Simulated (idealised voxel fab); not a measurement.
process module | voxel ribs on slabs
cross-section cut | 150 nm wide | cells 5 nm
A cross-section is a grid of square cells, given in bands from the top down. A band is one or more rows of cells.
Each band's line starts with the height of the band's top and of its bottom, in nm. Then come its materials from left to right, each with its width in nm. One material with "throughout" fills the band from edge to edge. "air" is empty space.
Height 0 is the level under which the wafer as received is all one material. The lowest band goes on downwards, as in "0 down".
A width such as "30 to 40" changes by the same amount from each row of cells to the next, from the band's top row to its bottom row.
"no change" after a step means that no cell of the cross-section changed.
closed voids: empty space of 8 cells or more with no open way to the top, each as width x height at its distance from the left edge, in nm
after a step's settings: what the simulator itself notes on the step
overlay nm, on a step with a mask: how far to the right of its planned place the mask lay; to the left if negative
plan
1 op RECEIVE | material Si
2 op DIRECTIONAL_DEP | material SiO2 | thk nm 25
3 op DIRECTIONAL_DEP | material SiN | thk nm 15
4 op PATTERN | tone cover | mask id RIB | material resist | width nm 15 | thk nm 15 | overlay nm 0
5 op DIRECTIONAL_ETCH | etch materials SiN | depth nm 10
6 op STRIP | etch materials resist
7 op MASKED_ETCH | tone cover | mask id SLAB | width nm 55 | etch materials SiN | depth nm 5 | overlay nm 0
8 op FILL_DEP | material SiO2 | thk nm 15
9 op CMP | height nm 50
10 op DIRECTIONAL_DEP | material TiN | thk nm 5
11 op PATTERN | tone cover | mask id HEATER | material resist | width nm 25 | thk nm 20 | overlay nm 0
12 op DIRECTIONAL_ETCH | etch materials TiN | depth nm 5
13 op STRIP | etch materials resist
14 op CONFORMAL_DEP | material SiN | thk nm 5
as received, after step 1
  0 down: Si throughout
  closed voids: none
first wafer at the end, as planned
  60 to 55: air 55 | SiN 35 | air 60
  55 to 50: SiN 60 | TiN 25 | SiN 65
  50 to 40: SiO2 throughout
  40 to 30: SiO2 65 | SiN 15 | SiO2 70
  30 to 25: SiO2 45 | SiN 55 | SiO2 50
  25 to 0: SiO2 throughout
  0 down: Si throughout
  closed voids: none
second wafer at the end: like start, like plan, one mistake
  55 to 50: air 60 | TiN 25 | air 65
  50 to 40: SiO2 throughout
  40 to 30: SiO2 65 | SiN 15 | SiO2 70
  30 to 25: SiO2 45 | SiN 55 | SiO2 50
  25 to 0: SiO2 throughout
  0 down: Si throughout
  closed voids: none
what went wrong: step 14 was left out
at the end the second wafer has, in cells: 32 fewer of SiN
